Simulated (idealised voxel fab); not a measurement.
process module | voxel wiring stack
cross-section cut | 245 nm wide | cells 5 nm
A cross-section is a grid of square cells, given in bands from the top down. A band is one or more rows of cells.
Each band's line starts with the height of the band's top and of its bottom, in nm. Then come its materials from left to right, each with its width in nm. One material with "throughout" fills the band from edge to edge. "air" is empty space.
Height 0 is the level under which the wafer as received is all one material. The lowest band goes on downwards, as in "0 down".
A width such as "30 to 40" changes by the same amount from each row of cells to the next, from the band's top row to its bottom row.
"no change" after a step means that no cell of the cross-section changed.
closed voids: empty space of 8 cells or more with no open way to the top, each as width x height at its distance from the left edge, in nm
after a step's settings: what the simulator itself notes on the step
overlay nm, on a step with a mask: how far to the right of its planned place the mask lay; to the left if negative
plan
1 op RECEIVE | material Si
2 op CONFORMAL_DEP | material SiO2 | thk nm 15
3 op CONFORMAL_DEP | material SiN | thk nm 5
4 op DIRECTIONAL_DEP | material SiO2 | thk nm 20
5 op DIRECTIONAL_DEP | material aC | thk nm 15
6 op PATTERN | tone open | mask id METAL_1 | material resist | width nm 20 | pitch nm 45 | thk nm 30 | overlay nm 0
7 op DIRECTIONAL_ETCH | etch materials aC | depth nm 15
8 op STRIP | etch materials resist
9 op DIRECTIONAL_ETCH | etch materials SiO2 | depth nm 20
10 op DIRECTIONAL_ETCH | etch materials SiN | depth nm 5
11 op STRIP | etch materials aC
12 op CONFORMAL_DEP | material TiN | thk nm 5
13 op FILL_DEP | material W | thk nm 10
14 op CMP | height nm 40
15 op EPI | material Ru | thk nm 5
16 op FILL_DEP | material SiCN | thk nm 5
17 op DIRECTIONAL_DEP | material lowk | thk nm 30
18 op PATTERN | tone open | mask id METAL_2 | material resist | width nm 20 | pitch nm 45 | thk nm 15 | overlay nm 0
19 op DIRECTIONAL_ETCH | etch materials lowk | depth nm 15
20 op STRIP | etch materials resist
21 op DIRECTIONAL_DEP | material aC | thk nm 10
22 op PATTERN | tone open | mask id METAL_2_HOLES | material resist | width nm 15 | pitch nm 45 | thk nm 30 | overlay nm 0
23 op DIRECTIONAL_ETCH | etch materials aC | depth nm 10
24 op STRIP | etch materials resist
25 op DIRECTIONAL_ETCH | etch materials lowk | depth nm 15
26 op DIRECTIONAL_ETCH | etch materials SiCN | depth nm 5
27 op STRIP | etch materials aC
28 op CONFORMAL_DEP | material TiN | thk nm 5
29 op FILL_DEP | material Ru | thk nm 5
30 op CMP | height nm 80
31 op CONFORMAL_DEP | material SiCN | thk nm 5
32 op DIRECTIONAL_DEP | material lowk | thk nm 30
33 op MASKED_ETCH | tone open | mask id METAL_3_HOLES | width nm 15 | pitch nm 45 | etch materials lowk | depth nm 30 | overlay nm 0
34 op MASKED_ETCH | tone open | mask id METAL_3 | width nm 20 | pitch nm 45 | etch materials lowk | depth nm 15 | overlay nm 0
35 op MASKED_ETCH | tone open | mask id METAL_3 | width nm 20 | pitch nm 45 | etch materials SiCN | depth nm 5 | overlay nm 0
36 op CONFORMAL_DEP | material TiN | thk nm 5
37 op FILL_DEP | material Ru | thk nm 10
38 op CMP | height nm 115
39 op CONFORMAL_DEP | material SiCN | thk nm 5
40 op DIRECTIONAL_DEP | material SiO2 | thk nm 35
41 op DIRECTIONAL_DEP | material aC | thk nm 10
42 op PATTERN | tone open | mask id METAL_4 | material resist | width nm 20 | pitch nm 45 | thk nm 25 | overlay nm 0
43 op DIRECTIONAL_ETCH | etch materials aC | depth nm 10
44 op STRIP | etch materials resist
45 op DIRECTIONAL_ETCH | etch materials SiO2 | depth nm 20
46 op STRIP | etch materials aC
47 op MASKED_ETCH | tone open | mask id METAL_4_HOLES | width nm 15 | pitch nm 45 | etch materials SiO2 | depth nm 15 | overlay nm 0
48 op MASKED_ETCH | tone open | mask id METAL_4_HOLES | width nm 15 | pitch nm 45 | etch materials SiCN | depth nm 5 | overlay nm 0
49 op CONFORMAL_DEP | material TiN | thk nm 5
50 op FILL_DEP | material Cu | thk nm 5
51 op CMP | height nm 155
52 op CONFORMAL_DEP | material SiN | thk nm 5
varied across the wafers: thk nm of step 39. The plan shows the first wafer's value. All wafers start alike
first wafer as received, after step 1
  0 down: Si throughout
  closed voids: none
each wafer at the end: cells of each material gained (+) or lost (-) since it was received, then its closed voids
thk nm 5 | +40 Cu | +88 Ru | +136 SiCN | +82 SiN | +522 SiO2 | +248 TiN | +32 W | +420 lowk | closed voids: none
thk nm 10 | +32 Cu | +88 Ru | +185 SiCN | +82 SiN | +489 SiO2 | +240 TiN | +32 W | +420 lowk | closed voids: none
thk nm 15 | +24 Cu | +88 Ru | +234 SiCN | +82 SiN | +456 SiO2 | +232 TiN | +32 W | +420 lowk | closed voids: none
thk nm 20 | +16 Cu | +88 Ru | +283 SiCN | +82 SiN | +423 SiO2 | +224 TiN | +32 W | +420 lowk | closed voids: none
